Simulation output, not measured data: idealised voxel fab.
Process module name: voxel gate over fins
Cross-section cut: width 245 nm, square cells of 5 nm.
If you're reading a cross-section in this doc, picture square cells in a grid; it comes to you as bands, top ones listed first down to the bottom, and a band can be one or more rows of cells.
A band entry consists of two parts. The first gives the height of the band's top and the height of its bottom, in nm. The rest lists the band's materials from left to right, each with its width in nm. A single material labelled with the word "full width" fills the band from edge to edge, and the word "blank" marks empty space.
The reference from which all heights are counted is 0, the level beneath which the as-received wafer is entirely one material; the lowest band, having no lower bound, proceeds downward and is written after the example "0 nm and below".
The expression "30..40" gives the width at the extremes of the band, the first number at its top row of cells and the second at its bottom row, with the width changing by equal amounts from each row to the next in between.
"remained unchanged" for a step: no cell of the cross-section changed in that step.
Reported under the label "Enclosed void listing" are the empty spaces having no open way to the top and comprising 8 cells or more; the notation for each is width x height at distance, in which the distance is measured from the left edge and all three values are in nm.
Where a step's line continues beyond its settings, the continuation is a remark by the simulator itself on that step.
The "overlay nm" setting may appear on a step's line; for a step that uses a mask, it gives how far to the right of its planned position the mask lay, and a negative value indicates the left.
## Intended process steps
step 1: op RECEIVE | material Si
step 2: op CONFORMAL_DEP | material SiN | thk nm 5
step 3: op MASKED_ETCH | tone cover | mask id FINS | width nm 15 | pitch nm 55 | etch materials SiN | depth nm 5 | overlay nm 0
step 4: op MASKED_ETCH | tone cover | mask id FINS | width nm 15 | pitch nm 55 | etch materials Si | depth nm 30 | overlay nm 0
step 5: op OXIDIZE | depth nm 5
step 6: op FILL_DEP | material SiO2 | thk nm 15
step 7: op CMP | height nm 5
step 8: op PATTERN | tone open | mask id RAIL | material resist | width nm 15 | thk nm 20 | overlay nm 0
step 9: op DIRECTIONAL_ETCH | etch materials SiO2 | depth nm 30
step 10: op STRIP | etch materials resist
step 11: op CONFORMAL_DEP | material TiN | thk nm 5
step 12: op FILL_DEP | material W | thk nm 5
step 13: op CMP | height nm 5
step 14: op SELECTIVE_ETCH | etch materials W Ru TiN | depth nm 25
step 15: op FILL_DEP | material SiO2 | thk nm 5
step 16: op CMP | height nm 5
step 17: op SELECTIVE_ETCH | etch materials SiO2 | depth nm 20
step 18: op STRIP | etch materials SiN
step 19: op CONFORMAL_DEP | material HfO2 | thk nm 5
step 20: op CONFORMAL_DEP | material TiN | thk nm 5
step 21: op FILL_DEP | material W | thk nm 10
step 22: op CMP | height nm 15
step 23: op CONFORMAL_DEP | material SiN | thk nm 5
The value of thk nm given for step 2 in the plan refers to the first wafer; the wafers vary in this setting and are alike at the start.
## Cross-section of the first of several received wafers, showing its state after step 1
	0 nm and below  Si full width
	Enclosed void listing: none
## Module end state after final step 23: cross-section of the first of several wafers
	20 nm to 15 nm  SiN full width
	15 nm to 10 nm  W full width
	10 nm to 5 nm  W 25 | TiN 25 | W 30 | TiN 25 | W 30 | TiN 25 | W 30 | TiN 25 | W 30
	5 nm to 0 nm  W 25 | TiN 5 | HfO2 15 | TiN 5 | W 30 | TiN 5 | HfO2 15 | TiN 5 | W 30 | TiN 5 | HfO2 15 | TiN 5 | W 30 | TiN 5 | HfO2 15 | TiN 5 | W 30
	0 nm to -5 nm  W 25 | TiN 5 | HfO2 5 | Si 5 | HfO2 5 | TiN 5 | W 30 | TiN 5 | HfO2 5 | Si 5 | HfO2 5 | TiN 5 | W 30 | TiN 5 | HfO2 5 | Si 5 | HfO2 5 | TiN 5 | W 30 | TiN 5 | HfO2 5 | Si 5 | HfO2 5 | TiN 5 | W 30
	-5 nm to -10 nm  TiN 30 | HfO2 5 | Si 5 | HfO2 5 | TiN 40 | HfO2 5 | Si 5 | HfO2 5 | TiN 40 | HfO2 5 | Si 5 | HfO2 5 | TiN 40 | HfO2 5 | Si 5 | HfO2 5 | TiN 35
	-10 nm to -15 nm  HfO2 35 | Si 5 | HfO2 50 | Si 5 | HfO2 50 | Si 5 | HfO2 50 | Si 5 | HfO2 40
	-15 nm to -20 nm  SiO2 35 | Si 5 | SiO2 50 | Si 5 | SiO2 50 | Si 5 | SiO2 50 | Si 5 | SiO2 40
	-20 nm to -25 nm  SiO2 35 | Si 5 | SiO2 15 | TiN 15 | SiO2 20 | Si 5 | SiO2 50 | Si 5 | SiO2 50 | Si 5 | SiO2 40
	-25 nm to -35 nm  SiO2 35 | Si 5 | SiO2 50 | Si 5 | SiO2 50 | Si 5 | SiO2 50 | Si 5 | SiO2 40
	-35 nm and below  Si full width
	Enclosed void listing: none
## Final wafer cross-section at module end
	20 nm to 15 nm  SiN full width
	15 nm to 10 nm  W full width
	10 nm to 5 nm  TiN full width
	5 nm to 0 nm  HfO2 full width
	0 nm and below  Si full width
	Enclosed void listing: none
## Note: the following table is arranged by wafer, a row apiece. Each row reports the end-of-module state: per material, cells gained (+) or cells lost (-) compared with the wafer as received; closed voids follow
thk nm 5; +73 HfO2; -315 Si; +49 SiN; +177 SiO2; +76 TiN; +136 W; Enclosed void listing: none
thk nm 10; +49 HfO2; +49 SiN; +49 TiN; +49 W; Enclosed void listing: none
thk nm 15; +49 HfO2; +49 SiN; +49 TiN; +49 W; Enclosed void listing: none
thk nm 20; +49 HfO2; +49 SiN; +49 TiN; +49 W; Enclosed void listing: none
